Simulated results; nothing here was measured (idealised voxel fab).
This is a process module. Its name is voxel self aligned contacts.
cross-section cut | 300 nm wide | cells 5 nm
Just so we're on the same page, the cross-sections are grids of square cells, and they're listed out in bands top to bottom, each band one or more rows deep.
This entry defines a band. It first specifies the height of the band's top and the height of its bottom in nm, and then specifies the band's materials from left to right, stating each material with its width in nm. The word "edge to edge" identifies a single material that fills the band from edge to edge, while the word "blank" identifies empty space.
Heads up on the height convention: 0 is the point under which the incoming wafer is all one material, and the lowest band has no bottom, it just keeps going down, like "top 0, no bottom".
Quick explanation for "30->40": the width changes in equal steps down the rows of cells, from the first number in the band's top row to the second number in its bottom row.
Take "nothing got changed" at face value: in the step it is given for, the cross-section changed in none of its cells.
Under "Closed voids list" you'll find the enclosed gaps, the ones with no way out to the top, that are 8 cells or bigger; each reads width x height at distance, with distance counted from the left edge, everything in nm.
Past the settings on a step's line: simulator remark, on that step.
The optional step-line setting "overlay nm" applies to steps with a mask and quantifies how far to the right of its planned location the mask lay, a negative value indicating leftward placement.

# Planned step list for the process
| 1 | RECEIVE: material Si |
| 2 | OXIDIZE: depth nm 5 |
| 3 | DIRECTIONAL_DEP: material polySi, thk nm 30 |
| 4 | DIRECTIONAL_DEP: material SiN, thk nm 20 |
| 5 | PATTERN: tone cover, mask id GATE, material resist, width nm 25, pitch nm 60, thk nm 20, overlay nm 0 |
| 6 | DIRECTIONAL_ETCH: etch materials SiN, depth nm 20 |
| 7 | DIRECTIONAL_ETCH: etch materials polySi, depth nm 30 |
| 8 | STRIP: etch materials resist |
| 9 | CONFORMAL_DEP: material SiN, thk nm 10 |
| 10 | DIRECTIONAL_ETCH: etch materials SiN, depth nm 10 |
| 11 | FILL_DEP: material SiO2, thk nm 15 |
| 12 | CMP: height nm 55 |
| 13 | DIRECTIONAL_DEP: material aC, thk nm 15 |
| 14 | PATTERN: tone open, mask id CONTACT, material resist, width nm 45, pitch nm 60, thk nm 30, overlay nm -15 |
| 15 | DIRECTIONAL_ETCH: etch materials aC, depth nm 15 |
| 16 | STRIP: etch materials resist |
| 17 | DIRECTIONAL_ETCH: etch materials SiO2, depth nm 60 |
| 18 | STRIP: etch materials aC |
| 19 | CONFORMAL_DEP: material TiN, thk nm 5 |
| 20 | FILL_DEP: material W, thk nm 5 |
| 21 | CMP: height nm 55 |
| 22 | CONFORMAL_DEP: material SiCN, thk nm 5 |
Wafers differ in overlay nm at step 14; plan lists the first wafer's value; identical starting state.

# Received wafers, first of several: cross-section after step 1
top 0, no bottom  Si edge to edge
Closed voids list: none

# Last step of the module is step 22; after it, the first of several wafers in cross-section
top 60, bottom 55  SiCN edge to edge
top 55, bottom 50  SiO2 80 nm, TiN 35 nm, W 5 nm, TiN 5 nm, SiO2 15 nm, TiN 35 nm, W 5 nm, TiN 5 nm, SiO2 115 nm
top 50, bottom 30  SiO2 65 nm, SiN 45 nm, TiN 5 nm, W 5 nm, TiN 5 nm, SiN 45 nm, TiN 5 nm, W 5 nm, TiN 5 nm, SiN 45 nm, SiO2 70 nm
top 30, bottom 0  SiO2 65 nm, SiN 10 nm, polySi 25 nm, SiN 10 nm, TiN 5 nm, W 5 nm, TiN 5 nm, SiN 10 nm, polySi 25 nm, SiN 10 nm, TiN 5 nm, W 5 nm, TiN 5 nm, SiN 10 nm, polySi 25 nm, SiN 10 nm, SiO2 70 nm
top 0, bottom -5  SiO2 110 nm, TiN 15 nm, SiO2 45 nm, TiN 15 nm, SiO2 115 nm
top -5, no bottom  Si edge to edge
Closed voids list: none

# Last wafer, end of module, cross-section
top 60, bottom 55  SiCN edge to edge
top 55, bottom 50  SiO2 110 nm, TiN 5 nm, W 5 nm, TiN 35 nm, SiO2 15 nm, TiN 5 nm, W 5 nm, TiN 35 nm, SiO2 85 nm
top 50, bottom 30  SiO2 65 nm, SiN 45 nm, TiN 5 nm, W 5 nm, TiN 5 nm, SiN 45 nm, TiN 5 nm, W 5 nm, TiN 5 nm, SiN 45 nm, SiO2 70 nm
top 30, bottom 0  SiO2 65 nm, SiN 10 nm, polySi 25 nm, SiN 10 nm, TiN 5 nm, W 5 nm, TiN 5 nm, SiN 10 nm, polySi 25 nm, SiN 10 nm, TiN 5 nm, W 5 nm, TiN 5 nm, SiN 10 nm, polySi 25 nm, SiN 10 nm, SiO2 70 nm
top 0, bottom -5  SiO2 110 nm, TiN 15 nm, SiO2 45 nm, TiN 15 nm, SiO2 115 nm
top -5, no bottom  Si edge to edge
Closed voids list: none

# Where each wafer stands at the end of the module, a row apiece: cells of each material gained (+) or lost (-) since it was received, then closed voids
overlay nm -15; -60 Si; +60 SiCN; +180 SiN; +366 SiO2; +62 TiN; +22 W; +90 polySi; Closed voids list: none
overlay nm -10; -60 Si; +60 SiCN; +180 SiN; +366 SiO2; +62 TiN; +22 W; +90 polySi; Closed voids list: none
overlay nm -5; -60 Si; +60 SiCN; +180 SiN; +366 SiO2; +62 TiN; +22 W; +90 polySi; Closed voids list: none
overlay nm 0; -60 Si; +60 SiCN; +180 SiN; +366 SiO2; +62 TiN; +22 W; +90 polySi; Closed voids list: none
overlay nm 5; -60 Si; +60 SiCN; +180 SiN; +366 SiO2; +62 TiN; +22 W; +90 polySi; Closed voids list: none
overlay nm 10; -60 Si; +60 SiCN; +180 SiN; +366 SiO2; +62 TiN; +22 W; +90 polySi; Closed voids list: none
overlay nm 15; -60 Si; +60 SiCN; +180 SiN; +366 SiO2; +62 TiN; +22 W; +90 polySi; Closed voids list: none
